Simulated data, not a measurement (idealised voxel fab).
process module | voxel fin reveal
cross-section cut | 155 nm wide | cells 5 nm
A cross-section is a grid of square cells, given in bands from the top down. A band is one or more rows of cells.
Each band's line starts with the height of the band's top and of its bottom, in nm. Then come its materials from left to right, each with its width in nm. One material with "throughout" fills the band from edge to edge. "air" is empty space.
Height 0 is the level under which the wafer as received is all one material. The lowest band goes on downwards, as in "0 down".
A width such as "30 to 40" changes by the same amount from each row of cells to the next, from the band's top row to its bottom row.
"no change" after a step means that no cell of the cross-section changed.
closed voids: empty space of 8 cells or more with no open way to the top, each as width x height at its distance from the left edge, in nm
after a step's settings: what the simulator itself notes on the step
overlay nm, on a step with a mask: how far to the right of its planned place the mask lay; to the left if negative
plan
1 op RECEIVE | material Si
2 op CONFORMAL_DEP | material SiN | thk nm 5
3 op DIRECTIONAL_DEP | material aC | thk nm 10
4 op PATTERN | tone cover | mask id FINS | material resist | width nm 15 | pitch nm 35 | thk nm 30 | overlay nm 0
5 op DIRECTIONAL_ETCH | etch materials aC | depth nm 10
6 op STRIP | etch materials resist
7 op DIRECTIONAL_ETCH | etch materials SiN | depth nm 5
8 op DIRECTIONAL_ETCH | etch materials Si | depth nm 30
9 op STRIP | etch materials aC
10 op FILL_DEP | material SiO2 | thk nm 10
11 op CMP | height nm 5
12 op SELECTIVE_ETCH | etch materials SiO2 | depth nm 15
13 op STRIP | etch materials SiN
as received, after step 1
  0 down: Si throughout
  closed voids: none
a wafer at the end: this start, this plan, one mistake
  0 to -10: air 20 | Si 15 | air 20 | Si 15 | air 20 | Si 15 | air 20 | Si 15 | air 15
  -10 to -30: SiO2 20 | Si 15 | SiO2 20 | Si 15 | SiO2 20 | Si 15 | SiO2 20 | Si 15 | SiO2 15
  -30 down: Si throughout
  closed voids: none
what went wrong: step 4 ran as: op PATTERN | tone cover | mask id FINS | material resist | width nm 15 | pitch nm 35 | thk nm 30 | overlay nm 5
